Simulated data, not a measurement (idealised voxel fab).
You're looking at the process module voxel double patterning.
cross-section cut | 295 nm wide | cells 5 nm
Notation: cross-section as square-cell grid; stated in bands, top first, going down; one or more cell rows per band.
A band entry consists of two parts. The first gives the height of the band's top and the height of its bottom, in nm. The rest lists the band's materials from left to right, each with its width in nm. A single material labelled with the word "all across" fills the band from edge to edge, and the word "air" marks empty space.
Heads up on the height convention: 0 is the point under which the incoming wafer is all one material, and the lowest band has no bottom, it just keeps going down, like "0..down".
With a width like "30->40", each row of cells in the band differs from the next by the same amount, the top row carrying the first number and the bottom row the second.
Take "changes: none" at face value: in the step it is given for, the cross-section changed in none of its cells.
"Enclosed void listing" contains a list of empty spaces, each no smaller than 8 cells and without an open way to the top, written in the form width x height at distance with the distance from the left edge and all three in nm.
That trailing text on a step's line, after the settings, is the simulator's own remark on the step.
overlay nm, on a step with a mask: how far to the right of its planned place the mask lay; to the left if negative

### Process steps - plan
step 1: RECEIVE with material Si
step 2: CONFORMAL_DEP with material SiN, thk nm 5
step 3: DIRECTIONAL_DEP with material SiO2, thk nm 15
step 4: DIRECTIONAL_DEP with material SiCN, thk nm 10
step 5: MASKED_ETCH with tone open, mask id FIRST, width nm 15, pitch nm 50, etch materials SiCN, depth nm 10, overlay nm 0
step 6: MASKED_ETCH with tone open, mask id SECOND, width nm 15, etch materials SiCN, depth nm 10, overlay nm -15
step 7: DIRECTIONAL_ETCH with etch materials SiO2, depth nm 15
step 8: STRIP with etch materials SiCN
varied across the wafers: overlay nm of step 6. The plan shows the first wafer's value. All wafers start alike

### Cross-section: the first of several wafers in its as-received state, i.e. following step 1
  0..down: Si all across
  Enclosed void listing: none

### Cross-sectional representation of the first of several wafers at the end of the module, i.e. after its terminal step, step 8
  20..5: 115 of SiO2; 25 of air; 25 of SiO2; 15 of air; 115 of SiO2
  5..0: SiN all across
  0..down: Si all across
  Enclosed void listing: none

### A cross-section through the last wafer at the close of the module
  20..5: 115 of SiO2; 15 of air; 25 of SiO2; 25 of air; 115 of SiO2
  5..0: SiN all across
  0..down: Si all across
  Enclosed void listing: none

### Below is a per-wafer table. In it, each row describes the wafer at the end of the module by giving, for each material, the number of cells gained (+) or lost (-) since the wafer was received, and after that the closed voids of the wafer
overlay nm -15, +59 SiN, +153 SiO2, Enclosed void listing: none
overlay nm -10, +59 SiN, +150 SiO2, Enclosed void listing: none
overlay nm -5, +59 SiN, +150 SiO2, Enclosed void listing: none
overlay nm 0, +59 SiN, +150 SiO2, Enclosed void listing: none
overlay nm 5, +59 SiN, +150 SiO2, Enclosed void listing: none
overlay nm 10, +59 SiN, +150 SiO2, Enclosed void listing: none
overlay nm 15, +59 SiN, +153 SiO2, Enclosed void listing: none
